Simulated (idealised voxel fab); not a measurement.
Documented hereafter: the process module known as voxel capacitor over wiring.
The cross-section on display is named cut; it measures 265 nm wide, and its cells are 5 nm squares.
Cross-section = grid of square cells, listed top down in bands; band = one or more rows.
This entry defines a band. It first specifies the height of the band's top and the height of its bottom in nm, and then specifies the band's materials from left to right, stating each material with its width in nm. The word "full width" identifies a single material that fills the band from edge to edge, while the word "empty" identifies empty space.
Heights from 0 (as-received wafer is one material below). Bottom band endless downward, as "from 0 down".
The width entry "30->40" should be interpreted row by row: the top row of cells in the band takes the first number, the bottom row takes the second number, and the change between adjacent rows is uniform throughout.
Basically "no change occurred" means that step didn't change any cell in the cross-section.
In the "Sealed cavities" entry, you get each enclosed empty space of 8 cells or more, one with no open way to the top, written width x height at distance, distance from the left edge, in nm.
Note: text after step settings on the step line = simulator remark on that step.
Each step line may optionally specify "overlay nm", which for a step with a mask gives the rightward distance between the mask's planned place and where it lay, a negative value indicating the leftward direction.
Intended process steps:
1: op RECEIVE | material Si
2: op CONFORMAL_DEP | material SiO2 | thk nm 15
3: op CONFORMAL_DEP | material SiCN | thk nm 5
4: op DIRECTIONAL_DEP | material SiO2 | thk nm 20
5: op MASKED_ETCH | tone open | mask id METAL_1 | width nm 30 | pitch nm 90 | etch materials SiO2 | depth nm 20 | overlay nm 0
6: op MASKED_ETCH | tone open | mask id METAL_1 | width nm 30 | pitch nm 90 | etch materials SiCN | depth nm 5 | overlay nm 0
7: op CONFORMAL_DEP | material TiN | thk nm 5
8: op FILL_DEP | material Cu | thk nm 10
9: op CMP | height nm 40
10: op CONFORMAL_DEP | material SiCN | thk nm 5
11: op DIRECTIONAL_DEP | material lowk | thk nm 15
12: op PATTERN | tone open | mask id PLUG_1 | material resist | width nm 15 | thk nm 20 | overlay nm 0
13: op DIRECTIONAL_ETCH | etch materials lowk | depth nm 15
14: op DIRECTIONAL_ETCH | etch materials SiCN | depth nm 5
15: op STRIP | etch materials resist
16: op EPI | material Ru | thk nm 10
17: op EPI | material Ru | thk nm 10
18: op DIRECTIONAL_DEP | material TiN | thk nm 5
19: op DIRECTIONAL_DEP | material HfO2 | thk nm 5
20: op DIRECTIONAL_DEP | material TiN | thk nm 5
21: op DIRECTIONAL_DEP | material aC | thk nm 15
22: op PATTERN | tone cover | mask id UPPER_PLATE | material resist | width nm 65 | thk nm 30 | overlay nm 0
23: op DIRECTIONAL_ETCH | etch materials aC | depth nm 15
24: op STRIP | etch materials resist
25: op DIRECTIONAL_ETCH | etch materials TiN | depth nm 5
26: op DIRECTIONAL_ETCH | etch materials HfO2 | depth nm 5
27: op STRIP | etch materials aC
28: op MASKED_ETCH | tone cover | mask id LOWER_PLATE | width nm 75 | etch materials TiN | depth nm 5 | overlay nm 0
29: op FILL_DEP | material SiO2 | thk nm 15
30: op CMP | height nm 85
31: op DIRECTIONAL_DEP | material aC | thk nm 15
32: op PATTERN | tone open | mask id PLUG_2 | material resist | width nm 15 | thk nm 30 | overlay nm 0
33: op DIRECTIONAL_ETCH | etch materials aC | depth nm 15
34: op STRIP | etch materials resist
35: op DIRECTIONAL_ETCH | etch materials SiO2 | depth nm 10
36: op STRIP | etch materials aC
37: op CONFORMAL_DEP | material TiN | thk nm 5
38: op FILL_DEP | material Cu | thk nm 5
39: op CMP | height nm 85
40: op CONFORMAL_DEP | material SiCN | thk nm 5
Cross-sectional view of the wafer in its as-received condition, corresponding to the state after step 1:
from 0 down: Si full width
Sealed cavities: none
End-of-module cross-section of the first of two wafers, processed as planned:
from 90 to 85: SiCN full width
from 85 to 80: 95 nm SiO2 / 5 nm TiN / 5 nm Cu / 5 nm TiN / 155 nm SiO2
from 80 to 70: 95->85 nm SiO2 / 15->65 nm TiN / 155->115 nm SiO2
from 70 to 65: 85 nm SiO2 / 65 nm HfO2 / 115 nm SiO2
from 65 to 60: 80 nm SiO2 / 75 nm TiN / 110 nm SiO2
from 60 to 45: 85 nm lowk / 15 nm Ru / 165 nm lowk
from 45 to 40: 85 nm SiCN / 15 nm Ru / 165 nm SiCN
from 40 to 20: 70 nm SiO2 / 5 nm TiN / 20 nm Cu / 5 nm TiN / 60 nm SiO2 / 5 nm TiN / 20 nm Cu / 5 nm TiN / 75 nm SiO2
from 20 to 15: 70 nm SiCN / 30 nm TiN / 60 nm SiCN / 30 nm TiN / 75 nm SiCN
from 15 to 0: SiO2 full width
from 0 down: Si full width
Sealed cavities: none
Same start, same plan as the first wafer - but one mistake in the run. Cross-section of the second of the two at the end of the module:
from 90 to 85: SiCN full width
from 85 to 80: 95 nm SiO2 / 5 nm TiN / 5 nm Cu / 5 nm TiN / 155 nm SiO2
from 80 to 70: 95->85 nm SiO2 / 15->65 nm TiN / 155->115 nm SiO2
from 70 to 65: 85 nm SiO2 / 65 nm HfO2 / 115 nm SiO2
from 65 to 60: 80 nm SiO2 / 75 nm TiN / 110 nm SiO2
from 60 to 45: 85 nm lowk / 15 nm Ru / 165 nm lowk
from 45 to 40: 85 nm SiCN / 15 nm Ru / 165 nm SiCN
from 40 to 20: 70 nm SiO2 / 5 nm Ru / 20 nm Cu / 5 nm Ru / 60 nm SiO2 / 5 nm Ru / 20 nm Cu / 5 nm Ru / 75 nm SiO2
from 20 to 15: 70 nm SiCN / 30 nm Ru / 60 nm SiCN / 30 nm Ru / 75 nm SiCN
from 15 to 0: SiO2 full width
from 0 down: Si full width
Sealed cavities: none
Run error: planned and actual differ for step 7; actual: op CONFORMAL_DEP | material Ru | thk nm 5
Per the end-of-run cell counts, the second wafer holds more or fewer of some materials than the first: Ru +28 | TiN -28
